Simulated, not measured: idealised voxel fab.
Process module under the name voxel released beams
Shown is cross-section cut, with a width of 170 nm and square cells of size 5 nm.
Cross-section, as written here: a square-cell grid given band by band from the top down, where a band holds one or more rows of cells.
Heights first: top, then bottom, in nm. Then materials, left to right, each with a width in nm. "full width" on a single material: fills the band edge to edge. "empty": empty space.
Counting heights begins at 0, where everything beneath is, in the wafer as received, one material. The lowest band has no bottom; it goes on downwards, as "0 -> down" shows.
So if you see something like "30->40" for the width, read it as the top row of the band sitting at the first number and the bottom row at the second, with every row in between moving by the same amount as the last.
Take "nothing was modified" at face value: in the step it is given for, the cross-section changed in none of its cells.
So "Fully sealed cavities" is basically the list of trapped voids: any empty space of 8 cells or more that can't reach the top through an opening. They're written width x height at distance, the distance being from the left edge, and it's all nm.
On a step's line, text after the settings is the simulator commenting on that step.
When a step includes a mask, the "overlay nm" setting on its line states how far to the right of its planned place that mask lay, and negative values state how far to the left.
[List of planned process steps]
- 1: RECEIVE | material Si
- 2: CONFORMAL_DEP | material Al2O3 | thk nm 5
- 3: DIRECTIONAL_DEP | material SiO2 | thk nm 10
- 4: DIRECTIONAL_DEP | material aC | thk nm 10
- 5: PATTERN | tone open | mask id ANCHOR | material resist | width nm 35 | thk nm 25 | overlay nm 0
- 6: DIRECTIONAL_ETCH | etch materials aC | depth nm 10
- 7: STRIP | etch materials resist
- 8: DIRECTIONAL_ETCH | etch materials SiO2 | depth nm 10
- 9: STRIP | etch materials aC
- 10: CONFORMAL_DEP | material SiN | thk nm 10
- 11: DIRECTIONAL_DEP | material aC | thk nm 10
- 12: PATTERN | tone cover | mask id BEAM | material resist | width nm 90 | thk nm 30 | overlay nm 0
- 13: DIRECTIONAL_ETCH | etch materials aC | depth nm 10
- 14: STRIP | etch materials resist
- 15: DIRECTIONAL_ETCH | etch materials SiN | depth nm 10
- 16: STRIP | etch materials aC
- 17: STRIP | etch materials SiO2
[The first of a set of two wafers, run to plan]
[Cross-section, incoming material, after step 1]
0 -> down = Si full width
Fully sealed cavities: none
[After step 2, in cross-section]
5 -> 0 = Al2O3 full width
Under the height 0 nothing was changed.
[After step 3, in cross-section]
15 -> 5 = SiO2 full width
Under the height 5 nothing was changed.
[After step 4, in cross-section]
25 -> 15 = aC full width
Under the height 15 nothing was changed.
[After step 5, in cross-section]
50 -> 25 = 40 nm resist; 35 nm empty; 95 nm resist
Under the height 25 nothing was changed.
[After step 6, in cross-section]
40 -> 25 = 40 nm resist; 35 nm empty; 95 nm resist
25 -> 15 = 40 nm aC; 35 nm empty; 95 nm aC
Under the height 15 nothing was changed.
[After step 7, in cross-section]
25 -> 15 = 40 nm aC; 35 nm empty; 95 nm aC
Under the height 15 nothing was changed.
[After step 8, in cross-section]
25 -> 15 = 40 nm aC; 35 nm empty; 95 nm aC
15 -> 5 = 40 nm SiO2; 35 nm empty; 95 nm SiO2
Under the height 5 nothing was changed.
[After step 9, in cross-section]
15 -> 5 = 40 nm SiO2; 35 nm empty; 95 nm SiO2
Under the height 5 nothing was changed.
[After step 10, in cross-section]
25 -> 15 = 50 nm SiN; 15 nm empty; 105 nm SiN
15 -> 5 = 40 nm SiO2; 35 nm SiN; 95 nm SiO2
Under the height 5 nothing was changed.
[After step 11, in cross-section]
35 -> 25 = 50 nm aC; 15 nm empty; 105 nm aC
25 -> 15 = 50 nm SiN; 15 nm aC; 105 nm SiN
Under the height 15 nothing was changed.
[After step 12, in cross-section]
65 -> 35 = 35 nm empty; 90 nm resist; 45 nm empty
35 -> 25 = 50 nm aC; 15 nm resist; 105 nm aC
Under the height 25 nothing was changed.
[After step 13, in cross-section]
55 -> 35 = 35 nm empty; 90 nm resist; 45 nm empty
35 -> 25 = 35 nm empty; 15 nm aC; 15 nm resist; 60 nm aC; 45 nm empty
Under the height 25 nothing was changed.
[After step 14, in cross-section]
35 -> 25 = 35 nm empty; 15 nm aC; 15 nm empty; 60 nm aC; 45 nm empty
Under the height 25 nothing was changed.
[After step 15, in cross-section]
35 -> 25 = 35 nm empty; 15 nm aC; 15 nm empty; 60 nm aC; 45 nm empty
25 -> 15 = 35 nm empty; 15 nm SiN; 15 nm aC; 60 nm SiN; 45 nm empty
Under the height 15 nothing was changed.
[After step 16, in cross-section]
25 -> 15 = 35 nm empty; 15 nm SiN; 15 nm empty; 60 nm SiN; 45 nm empty
Under the height 15 nothing was changed.
[After step 17, in cross-section]
25 -> 15 = 35 nm empty; 15 nm SiN; 15 nm empty; 60 nm SiN; 45 nm empty
15 -> 5 = 40 nm empty; 35 nm SiN; 95 nm empty
Under the height 5 nothing was changed.
[Now the other wafer: same start, same recipe, but we messed up one thing when running it. Up to and including step 2 it's the same as the first one]
[Second wafer at the planned finish of step 3, seen in cross-section]
15 -> 0 = Al2O3 full width
Under the height 0 nothing was changed.
[Second wafer at the planned finish of step 4, seen in cross-section]
25 -> 15 = aC full width
Under the height 15 nothing was changed.
[Second wafer at the planned finish of step 5, seen in cross-section]
50 -> 25 = 40 nm resist; 35 nm empty; 95 nm resist
Under the height 25 nothing was changed.
[Second wafer at the planned finish of step 6, seen in cross-section]
40 -> 25 = 40 nm resist; 35 nm empty; 95 nm resist
25 -> 15 = 40 nm aC; 35 nm empty; 95 nm aC
Under the height 15 nothing was changed.
[Second wafer at the planned finish of step 7, seen in cross-section]
25 -> 15 = 40 nm aC; 35 nm empty; 95 nm aC
Under the height 15 nothing was changed.
Second wafer at the planned finish of step 8, seen in cross-section: nothing was modified
[Second wafer at the planned finish of step 9, seen in cross-section]
15 -> 0 = Al2O3 full width
Under the height 0 nothing was changed.
[Second wafer at the planned finish of step 10, seen in cross-section]
25 -> 15 = SiN full width
Under the height 15 nothing was changed.
[Second wafer at the planned finish of step 11, seen in cross-section]
35 -> 25 = aC full width
Under the height 25 nothing was changed.
[Second wafer at the planned finish of step 12, seen in cross-section]
65 -> 35 = 35 nm empty; 90 nm resist; 45 nm empty
Under the height 35 nothing was changed.
[Second wafer at the planned finish of step 13, seen in cross-section]
55 -> 35 = 35 nm empty; 90 nm resist; 45 nm empty
35 -> 25 = 35 nm empty; 90 nm aC; 45 nm empty
Under the height 25 nothing was changed.
[Second wafer at the planned finish of step 14, seen in cross-section]
35 -> 25 = 35 nm empty; 90 nm aC; 45 nm empty
Under the height 25 nothing was changed.
[Second wafer at the planned finish of step 15, seen in cross-section]
35 -> 25 = 35 nm empty; 90 nm aC; 45 nm empty
25 -> 15 = 35 nm empty; 90 nm SiN; 45 nm empty
Under the height 15 nothing was changed.
[Second wafer at the planned finish of step 16, seen in cross-section]
25 -> 15 = 35 nm empty; 90 nm SiN; 45 nm empty
Under the height 15 nothing was changed.
Second wafer at the planned finish of step 17, seen in cross-section: nothing was modified
Against the plan, the run slipped here: step 3: run off-plan, actual operation and settings DIRECTIONAL_DEP | material Al2O3 | thk nm 10
Looking at both finished wafers in cells, the second ends up ahead of or behind the first on some materials: +68 Al2O3, -8 SiN
